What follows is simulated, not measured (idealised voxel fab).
Presented below is a process module, voxel air gaps.
Shown is cross-section cut, with a width of 185 nm and square cells of size 5 nm.
Just so we're on the same page, the cross-sections are grids of square cells, and they're listed out in bands top to bottom, each band one or more rows deep. Basically the band line says how high the top is and how high the bottom is, in nm, and then what's in it from left to right, every material with its width in nm. Empty space shows up as "empty", and if a single material carries "full width" it runs the full band edge to edge. Height 0 is the level under which the wafer as received is all one material. The lowest band goes on downwards, as in "0 down". Width "30->40": first value at the band's top row of cells, second value at its bottom row, equal change from row to row. Where the words "stayed the same" appear for a step, the cross-section shows no cell changed by that step; every cell remained as before. Voids not open to the top, 8 cells minimum: see "Closed void list". Written width x height at distance; distance is from the left edge; nm. Heads up: the bit after the settings on a step's line is the simulator's remark on that step. Each step line may optionally specify "overlay nm", which for a step with a mask gives the rightward distance between the mask's planned place and where it lay, a negative value indicating the leftward direction.
[Steps in the process plan]
1,RECEIVE (material Si)
2,CONFORMAL_DEP (material SiO2; thk nm 10)
3,CONFORMAL_DEP (material SiN; thk nm 5)
4,DIRECTIONAL_DEP (material lowk; thk nm 40)
5,PATTERN (tone open; mask id LINES; material resist; width nm 15; pitch nm 40; thk nm 15; overlay nm 0)
6,DIRECTIONAL_ETCH (etch materials lowk; depth nm 40)
7,STRIP (etch materials resist)
8,CONFORMAL_DEP (material TiN; thk nm 5)
9,FILL_DEP (material Ru; thk nm 10)
10,CMP (height nm 55)
11,EPI (material Ru; thk nm 10)
12,SELECTIVE_ETCH (etch materials lowk; depth nm 50)
13,CONFORMAL_DEP (material SiCN; thk nm 5)
[On the first of the two wafers: run conducted according to plan]
[Incoming wafer in cross-section (state: after step 1)]
> 0 down: Si full width
> Closed void list: none
[Cross-section of the wafer after step 2]
> 10 to 0: SiO2 full width
> For the remainder of the cross-section, below 0, there is no change.
[Cross-section of the wafer after step 3]
> 15 to 10: SiN full width
> For the remainder of the cross-section, below 10, there is no change.
[Cross-section of the wafer after step 4]
> 55 to 15: lowk full width
> For the remainder of the cross-section, below 15, there is no change.
[Cross-section of the wafer after step 5]
> 70 to 55: resist 45 / empty 15 / resist 25 / empty 15 / resist 25 / empty 15 / resist 45
> For the remainder of the cross-section, below 55, there is no change.
[Cross-section of the wafer after step 6]
> 70 to 55: resist 45 / empty 15 / resist 25 / empty 15 / resist 25 / empty 15 / resist 45
> 55 to 15: lowk 45 / empty 15 / lowk 25 / empty 15 / lowk 25 / empty 15 / lowk 45
> For the remainder of the cross-section, below 15, there is no change.
[Cross-section of the wafer after step 7]
> 55 to 15: lowk 45 / empty 15 / lowk 25 / empty 15 / lowk 25 / empty 15 / lowk 45
> For the remainder of the cross-section, below 15, there is no change.
[Cross-section of the wafer after step 8]
> 60 to 55: TiN 50 / empty 5 / TiN 35 / empty 5 / TiN 35 / empty 5 / TiN 50
> 55 to 20: lowk 45 / TiN 5 / empty 5 / TiN 5 / lowk 25 / TiN 5 / empty 5 / TiN 5 / lowk 25 / TiN 5 / empty 5 / TiN 5 / lowk 45
> 20 to 15: lowk 45 / TiN 15 / lowk 25 / TiN 15 / lowk 25 / TiN 15 / lowk 45
> For the remainder of the cross-section, below 15, there is no change.
[Cross-section of the wafer after step 9]
> 70 to 60: Ru full width
> 60 to 55: TiN 50 / Ru 5 / TiN 35 / Ru 5 / TiN 35 / Ru 5 / TiN 50
> 55 to 20: lowk 45 / TiN 5 / Ru 5 / TiN 5 / lowk 25 / TiN 5 / Ru 5 / TiN 5 / lowk 25 / TiN 5 / Ru 5 / TiN 5 / lowk 45
> For the remainder of the cross-section, below 20, there is no change.
[Cross-section of the wafer after step 10]
> 55 to 20: lowk 45 / TiN 5 / Ru 5 / TiN 5 / lowk 25 / TiN 5 / Ru 5 / TiN 5 / lowk 25 / TiN 5 / Ru 5 / TiN 5 / lowk 45
> For the remainder of the cross-section, below 20, there is no change.
[Cross-section of the wafer after step 11]
> 65 to 55: empty 35 / Ru 35 / empty 5 / Ru 35 / empty 5 / Ru 35 / empty 35
> For the remainder of the cross-section, below 55, there is no change.
[Cross-section of the wafer after step 12]
> 65 to 55: empty 35 / Ru 35 / empty 5 / Ru 35 / empty 5 / Ru 35 / empty 35
> 55 to 20: empty 45 / TiN 5 / Ru 5 / TiN 5 / empty 25 / TiN 5 / Ru 5 / TiN 5 / empty 25 / TiN 5 / Ru 5 / TiN 5 / empty 45
> 20 to 15: empty 45 / TiN 15 / empty 25 / TiN 15 / empty 25 / TiN 15 / empty 45
> For the remainder of the cross-section, below 15, there is no change.
[Cross-section of the wafer after step 13]
> 70 to 65: empty 30 / SiCN 125 / empty 30
> 65 to 55: empty 30 / SiCN 5 / Ru 35 / SiCN 5 / Ru 35 / SiCN 5 / Ru 35 / SiCN 5 / empty 30
> 55 to 50: empty 30 / SiCN 15 / TiN 5 / Ru 5 / TiN 5 / SiCN 25 / TiN 5 / Ru 5 / TiN 5 / SiCN 25 / TiN 5 / Ru 5 / TiN 5 / SiCN 15 / empty 30
> 50 to 20: empty 40 / SiCN 5 / TiN 5 / Ru 5 / TiN 5 / SiCN 5 / empty 15 / SiCN 5 / TiN 5 / Ru 5 / TiN 5 / SiCN 5 / empty 15 / SiCN 5 / TiN 5 / Ru 5 / TiN 5 / SiCN 5 / empty 40
> 20 to 15: SiCN 45 / TiN 15 / SiCN 25 / TiN 15 / SiCN 25 / TiN 15 / SiCN 45
> For the remainder of the cross-section, below 15, there is no change.
> Closed void list: 15 x 30 at 65; 15 x 30 at 105
[It is to be noted that the second wafer proceeded from the same initial state and according to the same plan as the first, although one mistake was committed in its execution; through step 1, inclusive, the two wafers share an identical history]
[Cross-section of the second wafer corresponding to the planned conclusion of step 2]
> 10 to 0: SiCN full width
> For the remainder of the cross-section, below 0, there is no change.
[Cross-section of the second wafer corresponding to the planned conclusion of step 3]
> 15 to 10: SiN full width
> For the remainder of the cross-section, below 10, there is no change.
[Cross-section of the second wafer corresponding to the planned conclusion of step 4]
> 55 to 15: lowk full width
> For the remainder of the cross-section, below 15, there is no change.
[Cross-section of the second wafer corresponding to the planned conclusion of step 5]
> 70 to 55: resist 45 / empty 15 / resist 25 / empty 15 / resist 25 / empty 15 / resist 45
> For the remainder of the cross-section, below 55, there is no change.
[Cross-section of the second wafer corresponding to the planned conclusion of step 6]
> 70 to 55: resist 45 / empty 15 / resist 25 / empty 15 / resist 25 / empty 15 / resist 45
> 55 to 15: lowk 45 / empty 15 / lowk 25 / empty 15 / lowk 25 / empty 15 / lowk 45
> For the remainder of the cross-section, below 15, there is no change.
[Cross-section of the second wafer corresponding to the planned conclusion of step 7]
> 55 to 15: lowk 45 / empty 15 / lowk 25 / empty 15 / lowk 25 / empty 15 / lowk 45
> For the remainder of the cross-section, below 15, there is no change.
[Cross-section of the second wafer corresponding to the planned conclusion of step 8]
> 60 to 55: TiN 50 / empty 5 / TiN 35 / empty 5 / TiN 35 / empty 5 / TiN 50
> 55 to 20: lowk 45 / TiN 5 / empty 5 / TiN 5 / lowk 25 / TiN 5 / empty 5 / TiN 5 / lowk 25 / TiN 5 / empty 5 / TiN 5 / lowk 45
> 20 to 15: lowk 45 / TiN 15 / lowk 25 / TiN 15 / lowk 25 / TiN 15 / lowk 45
> For the remainder of the cross-section, below 15, there is no change.
[Cross-section of the second wafer corresponding to the planned conclusion of step 9]
> 70 to 60: Ru full width
> 60 to 55: TiN 50 / Ru 5 / TiN 35 / Ru 5 / TiN 35 / Ru 5 / TiN 50
> 55 to 20: lowk 45 / TiN 5 / Ru 5 / TiN 5 / lowk 25 / TiN 5 / Ru 5 / TiN 5 / lowk 25 / TiN 5 / Ru 5 / TiN 5 / lowk 45
> For the remainder of the cross-section, below 20, there is no change.
[Cross-section of the second wafer corresponding to the planned conclusion of step 10]
> 55 to 20: lowk 45 / TiN 5 / Ru 5 / TiN 5 / lowk 25 / TiN 5 / Ru 5 / TiN 5 / lowk 25 / TiN 5 / Ru 5 / TiN 5 / lowk 45
> For the remainder of the cross-section, below 20, there is no change.
[Cross-section of the second wafer corresponding to the planned conclusion of step 11]
> 65 to 55: empty 35 / Ru 35 / empty 5 / Ru 35 / empty 5 / Ru 35 / empty 35
> For the remainder of the cross-section, below 55, there is no change.
[Cross-section of the second wafer corresponding to the planned conclusion of step 12]
> 65 to 55: empty 35 / Ru 35 / empty 5 / Ru 35 / empty 5 / Ru 35 / empty 35
> 55 to 20: empty 45 / TiN 5 / Ru 5 / TiN 5 / empty 25 / TiN 5 / Ru 5 / TiN 5 / empty 25 / TiN 5 / Ru 5 / TiN 5 / empty 45
> 20 to 15: empty 45 / TiN 15 / empty 25 / TiN 15 / empty 25 / TiN 15 / empty 45
> For the remainder of the cross-section, below 15, there is no change.
[Cross-section of the second wafer corresponding to the planned conclusion of step 13]
> 70 to 65: empty 30 / SiCN 125 / empty 30
> 65 to 55: empty 30 / SiCN 5 / Ru 35 / SiCN 5 / Ru 35 / SiCN 5 / Ru 35 / SiCN 5 / empty 30
> 55 to 50: empty 30 / SiCN 15 / TiN 5 / Ru 5 / TiN 5 / SiCN 25 / TiN 5 / Ru 5 / TiN 5 / SiCN 25 / TiN 5 / Ru 5 / TiN 5 / SiCN 15 / empty 30
> 50 to 20: empty 40 / SiCN 5 / TiN 5 / Ru 5 / TiN 5 / SiCN 5 / empty 15 / SiCN 5 / TiN 5 / Ru 5 / TiN 5 / SiCN 5 / empty 15 / SiCN 5 / TiN 5 / Ru 5 / TiN 5 / SiCN 5 / empty 40
> 20 to 15: SiCN 45 / TiN 15 / SiCN 25 / TiN 15 / SiCN 25 / TiN 15 / SiCN 45
> For the remainder of the cross-section, below 15, there is no change.
> Closed void list: 15 x 30 at 65; 15 x 30 at 105
The plan and the run diverged here: for step 2, the planned setting was not used; the step was instead run as CONFORMAL_DEP (material SiCN; thk nm 10)
The final cell counts differ between the wafers, with the second having more or fewer of some materials than the first: +74 SiCN | -74 SiO2
